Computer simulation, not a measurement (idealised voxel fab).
Presented below is a process module, voxel lift off.
The cross-section shown here is cut; it is 250 nm wide and divided into square cells measuring 5 nm on a side.
Square cells in a grid make up a cross-section in this document, and the grid is given as bands, listed from the top down, each one or more rows of cells.
Top height, bottom height, nm. Materials left to right, width each, nm. Single material + "full width" = fills band edge to edge. "air" = empty.
The reference from which all heights are counted is 0, the level beneath which the as-received wafer is entirely one material; the lowest band, having no lower bound, proceeds downward and is written after the example "from 0 down".
Read "30..40" as a graded width: first number on top, second number at the bottom, same change between each pair of neighbouring rows.
"all unchanged", as given for a step, is the statement that not any cell of the cross-section underwent a change during that step.
Entry "Entrapped void list" = empty spaces >= 8 cells with no open way to the top; each as width x height at distance, distance from left edge, all nm.
It should be noted that, on the line of a given step, the content following the step's settings is a remark produced by the simulator itself with respect to that step.
The optional step-line setting "overlay nm" applies to steps with a mask and quantifies how far to the right of its planned location the mask lay, a negative value indicating leftward placement.
LIST OF PLANNED PROCESS STEPS
| 1 | RECEIVE: material Si |
| 2 | CONFORMAL_DEP: material SiN, thk nm 15 |
| 3 | PATTERN: tone open, mask id LINES, material resist, width nm 30, pitch nm 50, thk nm 25, overlay nm 0 |
| 4 | DIRECTIONAL_DEP: material Ru, thk nm 15 |
| 5 | STRIP: etch materials resist |
| 6 | CONFORMAL_DEP: material SiCN, thk nm 10 |
CROSS-SECTION OF THE WAFER AS IT CAME TO US, I.E., ALREADY THROUGH STEP 1
- from 0 down = Si full width
- Entrapped void list: none
FIRST OF TWO WAFERS: CROSS-SECTION AT END OF MODULE, RUN PER PLAN
- from 40 to 30 = air=25 | SiCN=200 | air=25
- from 30 to 25 = air=25 | SiCN=10 | Ru=30 | SiCN=20 | Ru=30 | SiCN=20 | Ru=30 | SiCN=20 | Ru=30 | SiCN=10 | air=25
- from 25 to 15 = SiCN=35 | Ru=30 | SiCN=20 | Ru=30 | SiCN=20 | Ru=30 | SiCN=20 | Ru=30 | SiCN=35
- from 15 to 0 = SiN full width
- from 0 down = Si full width
- Entrapped void list: none
SAME START, SAME PLAN AS THE FIRST WAFER - BUT ONE MISTAKE IN THE RUN. CROSS-SECTION OF THE SECOND OF THE TWO AT THE END OF THE MODULE
- from 40 to 30 = air=25 | SiN=200 | air=25
- from 30 to 25 = air=25 | SiN=10 | Ru=30 | SiN=20 | Ru=30 | SiN=20 | Ru=30 | SiN=20 | Ru=30 | SiN=10 | air=25
- from 25 to 15 = SiN=35 | Ru=30 | SiN=20 | Ru=30 | SiN=20 | Ru=30 | SiN=20 | Ru=30 | SiN=35
- from 15 to 0 = SiN full width
- from 0 down = Si full width
- Entrapped void list: none
Deviation noted in wafer processing: step 6 did not use the planned setting and instead ran as CONFORMAL_DEP: material SiN, thk nm 10
Materials where the second wafer ends with more or fewer cells than the first: -148 SiCN | +148 SiN
